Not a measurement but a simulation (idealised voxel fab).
Process module in this document: voxel double patterning
Section shown: cut. Width: 220 nm. Cell size: 5 nm, square.
This document writes a cross-section as a grid whose cells are square, and gives it as bands, listed from the top down; one or more rows of cells form a band. Band: top and bottom heights (nm) first, top before bottom; then materials from left to right, widths in nm. "everywhere" marks a sole material filling the band edge to edge. "air" denotes empty space. Height datum 0, below which the as-received substrate wafer is one material. Lowest band open at the bottom, running downward: "from 0 down". Top row gets the first number, bottom row gets the second, and each row in between changes by the same step: that is how a band width like "30->40" works. Take "everything unchanged" at face value: in the step it is given for, the cross-section changed in none of its cells. This entry, "Closed void register", enumerates those empty regions of no fewer than 8 cells that possess no open connection to the top. Each region is reported in the form width x height at distance, the distance being taken from the left edge, with all three quantities expressed in nm. If you see something after the settings on a step's line, that's the simulator's own remark about that step. "overlay nm" on a masked step: distance the mask lay right of its planned place, negative for left.
Process steps (planned):
1 RECEIVE: material Si
2 CONFORMAL_DEP: material SiO2, thk nm 5
3 DIRECTIONAL_DEP: material TiN, thk nm 10
4 DIRECTIONAL_DEP: material SiCN, thk nm 5
5 DIRECTIONAL_DEP: material aC, thk nm 10
6 PATTERN: tone open, mask id FIRST, material resist, width nm 15, pitch nm 50, thk nm 25, overlay nm 0
7 DIRECTIONAL_ETCH: etch materials aC, depth nm 10
8 STRIP: etch materials resist
9 DIRECTIONAL_ETCH: etch materials SiCN, depth nm 5
10 STRIP: etch materials aC
11 MASKED_ETCH: tone open, mask id SECOND, width nm 15, pitch nm 50, etch materials SiCN, depth nm 5, overlay nm -15
12 DIRECTIONAL_ETCH: etch materials TiN, depth nm 10
13 STRIP: etch materials SiCN
For clarity, it should be stated that the wafers under discussion commence in an identical condition and differ with respect to the overlay nm of step 11, the plan indicating the value that the first wafer had.
Cross-section of the first of several received wafers, showing its state after step 1:
	from 0 down: Si everywhere
	Closed void register: none
Below: a row per wafer. Contents at end of module: for every material, cells gained since receipt (+) or lost since receipt (-); then closed voids:
overlay nm -15; +44 SiO2; +62 TiN; Closed void register: none
overlay nm -10; +44 SiO2; +58 TiN; Closed void register: none
overlay nm -5; +44 SiO2; +58 TiN; Closed void register: none
overlay nm 0; +44 SiO2; +58 TiN; Closed void register: none
overlay nm 5; +44 SiO2; +58 TiN; Closed void register: none
overlay nm 10; +44 SiO2; +58 TiN; Closed void register: none
overlay nm 15; +44 SiO2; +62 TiN; Closed void register: none
